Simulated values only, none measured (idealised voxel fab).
process module | voxel capacitor over wiring
cross-section cut | 190 nm wide | cells 5 nm
A cross-section is a grid of square cells, given in bands from the top down. A band is one or more rows of cells.
Each band's line starts with the height of the band's top and of its bottom, in nm. Then come its materials from left to right, each with its width in nm. One material with "throughout" fills the band from edge to edge. "air" is empty space.
Height 0 is the level under which the wafer as received is all one material. The lowest band goes on downwards, as in "0 down".
A width such as "30 to 40" changes by the same amount from each row of cells to the next, from the band's top row to its bottom row.
"no change" after a step means that no cell of the cross-section changed.
closed voids: empty space of 8 cells or more with no open way to the top, each as width x height at its distance from the left edge, in nm
after a step's settings: what the simulator itself notes on the step
overlay nm, on a step with a mask: how far to the right of its planned place the mask lay; to the left if negative
plan
1 op RECEIVE | material Si
2 op CONFORMAL_DEP | material SiO2 | thk nm 10
3 op DIRECTIONAL_DEP | material TiN | thk nm 5
4 op DIRECTIONAL_DEP | material Ru | thk nm 25
5 op PATTERN | tone cover | mask id METAL_1 | material resist | width nm 20 | pitch nm 75 | thk nm 15 | overlay nm 0
6 op DIRECTIONAL_ETCH | etch materials Ru | depth nm 25
7 op DIRECTIONAL_ETCH | etch materials TiN | depth nm 5
8 op STRIP | etch materials resist
9 op FILL_DEP | material SiO2 | thk nm 10
10 op CMP | height nm 40
11 op CONFORMAL_DEP | material SiCN | thk nm 5
12 op DIRECTIONAL_DEP | material SiO2 | thk nm 10
13 op PATTERN | tone open | mask id PLUG_1 | material resist | width nm 15 | thk nm 20 | overlay nm 0
14 op DIRECTIONAL_ETCH | etch materials SiO2 | depth nm 10
15 op DIRECTIONAL_ETCH | etch materials SiCN | depth nm 5
16 op STRIP | etch materials resist
17 op EPI | material Ru | thk nm 10
18 op EPI | material Ru | thk nm 5
19 op DIRECTIONAL_DEP | material TiN | thk nm 10
20 op DIRECTIONAL_DEP | material HfO2 | thk nm 5
21 op DIRECTIONAL_DEP | material TiN | thk nm 10
22 op PATTERN | tone cover | mask id UPPER_PLATE | material resist | width nm 60 | thk nm 20 | overlay nm 0
23 op DIRECTIONAL_ETCH | etch materials TiN | depth nm 10
24 op DIRECTIONAL_ETCH | etch materials HfO2 | depth nm 5
25 op STRIP | etch materials resist
26 op DIRECTIONAL_DEP | material aC | thk nm 10
27 op PATTERN | tone cover | mask id LOWER_PLATE | material resist | width nm 70 | thk nm 30 | overlay nm 0
28 op DIRECTIONAL_ETCH | etch materials aC | depth nm 10
29 op STRIP | etch materials resist
30 op DIRECTIONAL_ETCH | etch materials TiN | depth nm 10
31 op STRIP | etch materials aC
32 op FILL_DEP | material SiO2 | thk nm 15
33 op CMP | height nm 90
34 op MASKED_ETCH | tone open | mask id PLUG_2 | width nm 15 | etch materials SiO2 | depth nm 10 | overlay nm 0
35 op CONFORMAL_DEP | material TiN | thk nm 5
36 op FILL_DEP | material W | thk nm 5
37 op CMP | height nm 90
38 op CONFORMAL_DEP | material SiCN | thk nm 5
as received, after step 1
  0 down: Si throughout
  closed voids: none
a wafer at the end: this start, this plan, one mistake
  95 to 90: SiCN throughout
  90 to 85: SiO2 60 | TiN 5 | W 5 | TiN 5 | SiO2 115
  85 to 80: SiO2 60 | TiN 15 | SiO2 115
  80 to 70: SiO2 65 | TiN 45 | SiO2 80
  70 to 65: SiO2 65 | HfO2 45 | SiO2 80
  65 to 55: SiO2 45 | TiN 70 | SiO2 75
  55 to 50: SiO2 50 | HfO2 15 | SiO2 125
  50 to 45: SiO2 50 | TiN 15 | SiO2 125
  45 to 40: SiCN 50 | TiN 15 | SiCN 125
  40 to 15: Ru 45 | SiO2 20 | Ru 55 | SiO2 20 | Ru 50
  15 to 10: TiN 45 | SiO2 20 | TiN 55 | SiO2 20 | TiN 50
  10 to 0: SiO2 throughout
  0 down: Si throughout
  closed voids: none
what went wrong: step 5 ran as: op PATTERN | tone open | mask id METAL_1 | material resist | width nm 20 | pitch nm 75 | thk nm 15 | overlay nm 0
